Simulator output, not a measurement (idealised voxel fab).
voxel self aligned contacts: a process module
In the cross-section labelled cut, the width is 255 nm and each square cell is 5 nm.
Throughout this document, each cross-section is represented as a grid of square cells and is presented as a sequence of bands enumerated from the top downward, where a band comprises one or more rows of cells.
Band: top and bottom heights (nm) first, top before bottom; then materials from left to right, widths in nm. "throughout" marks a sole material filling the band edge to edge. "air" denotes empty space.
The level at which height equals 0 is the one under which the wafer, as it arrives, is entirely one material. No lower edge exists for the bottom band, which continues downward and is notated as in "top 0, no bottom".
It should be noted that a width expressed as "30->40" varies in equal increments from row to row of cells within the band, taking the value of the first number at the top row and that of the second number at the bottom row.
Any step labelled "changes: none" changed none of the cells in the cross-section.
"Enclosed void catalog" enumerates empty spaces isolated from the top, with no open way to it, that contain at least 8 cells, giving each as width x height at distance from the left edge, all three in nm.
Whatever follows a step's settings on its line is a remark the simulator itself makes about that step.
On any step carrying a mask, the "overlay nm" setting, if present on the step's line, tells how far right of its planned place the mask lay; negative values point to the left.
These are the steps we planned for the process:
1: RECEIVE [material Si]
2: CONFORMAL_DEP [material SiO2] [thk nm 5]
3: DIRECTIONAL_DEP [material polySi] [thk nm 25]
4: DIRECTIONAL_DEP [material SiN] [thk nm 25]
5: PATTERN [tone cover] [mask id GATE] [material resist] [width nm 25] [pitch nm 60] [thk nm 15] [overlay nm 0]
6: DIRECTIONAL_ETCH [etch materials SiN] [depth nm 25]
7: DIRECTIONAL_ETCH [etch materials polySi] [depth nm 25]
8: STRIP [etch materials resist]
9: CONFORMAL_DEP [material SiN] [thk nm 10]
10: DIRECTIONAL_ETCH [etch materials SiN] [depth nm 10]
11: FILL_DEP [material SiO2] [thk nm 15]
12: CMP [height nm 60]
13: PATTERN [tone open] [mask id CONTACT] [material resist] [width nm 45] [thk nm 15] [overlay nm 0]
14: DIRECTIONAL_ETCH [etch materials SiO2] [depth nm 60]
15: STRIP [etch materials resist]
16: CONFORMAL_DEP [material TiN] [thk nm 5]
17: FILL_DEP [material Ru] [thk nm 5]
18: CMP [height nm 60]
19: CONFORMAL_DEP [material SiCN] [thk nm 5]
As received (post step 1): cross-section:
	top 0, no bottom: Si throughout
	Enclosed void catalog: none
Look at the cross-section after the module: the wafer started out the way shown above and the plan was the one shown above, yet one mistake was made along the way:
	top 65, bottom 60: SiCN throughout
	top 60, bottom 55: 75 of SiO2  45 of SiN  15 of TiN  45 of SiN  75 of SiO2
	top 55, bottom 30: SiN throughout
	top 30, bottom 5: polySi throughout
	top 5, bottom 0: SiO2 throughout
	top 0, no bottom: Si throughout
	Enclosed void catalog: none
Deviation from plan: it should be noted that step 4 of the plan was executed twice
